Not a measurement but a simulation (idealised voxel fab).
process module | voxel self aligned vias
cross-section cut | 225 nm wide | cells 5 nm
A cross-section is a grid of square cells, given in bands from the top down. A band is one or more rows of cells.
Each band's line starts with the height of the band's top and of its bottom, in nm. Then come its materials from left to right, each with its width in nm. One material with "throughout" fills the band from edge to edge. "air" is empty space.
Height 0 is the level under which the wafer as received is all one material. The lowest band goes on downwards, as in "0 down".
A width such as "30 to 40" changes by the same amount from each row of cells to the next, from the band's top row to its bottom row.
"no change" after a step means that no cell of the cross-section changed.
closed voids: empty space of 8 cells or more with no open way to the top, each as width x height at its distance from the left edge, in nm
after a step's settings: what the simulator itself notes on the step
overlay nm, on a step with a mask: how far to the right of its planned place the mask lay; to the left if negative
plan
1 op RECEIVE | material Si
2 op CONFORMAL_DEP | material SiO2 | thk nm 10
3 op CONFORMAL_DEP | material SiCN | thk nm 5
4 op DIRECTIONAL_DEP | material SiO2 | thk nm 20
5 op MASKED_ETCH | tone open | mask id LINES | width nm 30 | pitch nm 70 | etch materials SiO2 | depth nm 20 | overlay nm 0
6 op CONFORMAL_DEP | material TiN | thk nm 5
7 op FILL_DEP | material W | thk nm 5
8 op CMP | height nm 35
9 op SELECTIVE_ETCH | etch materials W Ru TiN | depth nm 10
10 op FILL_DEP | material SiN | thk nm 5
11 op CMP | height nm 35
12 op DIRECTIONAL_DEP | material SiO2 | thk nm 20
13 op DIRECTIONAL_DEP | material aC | thk nm 10
14 op PATTERN | tone open | mask id VIAS | material resist | width nm 30 | pitch nm 140 | thk nm 25 | overlay nm 0
15 op DIRECTIONAL_ETCH | etch materials aC | depth nm 10
16 op STRIP | etch materials resist
17 op DIRECTIONAL_ETCH | etch materials SiO2 | depth nm 20
18 op DIRECTIONAL_ETCH | etch materials SiN | depth nm 10
19 op STRIP | etch materials aC
20 op CONFORMAL_DEP | material TiN | thk nm 5
21 op FILL_DEP | material Ru | thk nm 5
22 op CMP | height nm 55
23 op CONFORMAL_DEP | material SiCN | thk nm 5
varied across the wafers: width nm of step 14. The plan shows the first wafer's value. All wafers start alike
first wafer as received, after step 1
  0 down: Si throughout
  closed voids: none
first wafer at the end, after step 23
  60 to 55: SiCN throughout
  55 to 35: SiO2 25 | TiN 5 | Ru 20 | TiN 5 | SiO2 110 | TiN 5 | Ru 20 | TiN 5 | SiO2 30
  35 to 30: SiO2 25 | TiN 5 | Ru 20 | TiN 5 | SiO2 40 | SiN 30 | SiO2 40 | TiN 5 | Ru 20 | TiN 5 | SiO2 30
  30 to 25: SiO2 25 | TiN 30 | SiO2 40 | SiN 30 | SiO2 40 | TiN 30 | SiO2 30
  25 to 20: SiO2 25 | TiN 5 | W 20 | TiN 5 | SiO2 40 | TiN 5 | W 20 | TiN 5 | SiO2 40 | TiN 5 | W 20 | TiN 5 | SiO2 30
  20 to 15: SiO2 25 | TiN 30 | SiO2 40 | TiN 30 | SiO2 40 | TiN 30 | SiO2 30
  15 to 10: SiCN throughout
  10 to 0: SiO2 throughout
  0 down: Si throughout
  closed voids: none
last wafer at the end
  60 to 55: SiCN throughout
  55 to 40: SiO2 15 | TiN 5 | Ru 45 | TiN 5 | SiO2 85 | TiN 5 | Ru 45 | TiN 5 | SiO2 15
  40 to 35: SiO2 15 | TiN 15 | Ru 20 | TiN 20 | SiO2 85 | TiN 15 | Ru 20 | TiN 20 | SiO2 15
  35 to 30: SiO2 25 | TiN 5 | Ru 20 | TiN 5 | SiO2 40 | SiN 30 | SiO2 40 | TiN 5 | Ru 20 | TiN 5 | SiO2 30
  30 to 25: SiO2 25 | TiN 30 | SiO2 40 | SiN 30 | SiO2 40 | TiN 30 | SiO2 30
  25 to 20: SiO2 25 | TiN 5 | W 20 | TiN 5 | SiO2 40 | TiN 5 | W 20 | TiN 5 | SiO2 40 | TiN 5 | W 20 | TiN 5 | SiO2 30
  20 to 15: SiO2 25 | TiN 30 | SiO2 40 | TiN 30 | SiO2 40 | TiN 30 | SiO2 30
  15 to 10: SiCN throughout
  10 to 0: SiO2 throughout
  0 down: Si throughout
  closed voids: none
each wafer at the end: cells of each material gained (+) or lost (-) since it was received, then its closed voids
width nm 30 | +40 Ru | +90 SiCN | +12 SiN | +330 SiO2 | +56 TiN | +12 W | closed voids: none
width nm 35 | +46 Ru | +90 SiCN | +12 SiN | +322 SiO2 | +58 TiN | +12 W | closed voids: none
width nm 40 | +52 Ru | +90 SiCN | +12 SiN | +314 SiO2 | +60 TiN | +12 W | closed voids: none
width nm 45 | +58 Ru | +90 SiCN | +12 SiN | +306 SiO2 | +62 TiN | +12 W | closed voids: none
width nm 50 | +64 Ru | +90 SiCN | +12 SiN | +298 SiO2 | +64 TiN | +12 W | closed voids: none
width nm 55 | +70 Ru | +90 SiCN | +12 SiN | +290 SiO2 | +66 TiN | +12 W | closed voids: none
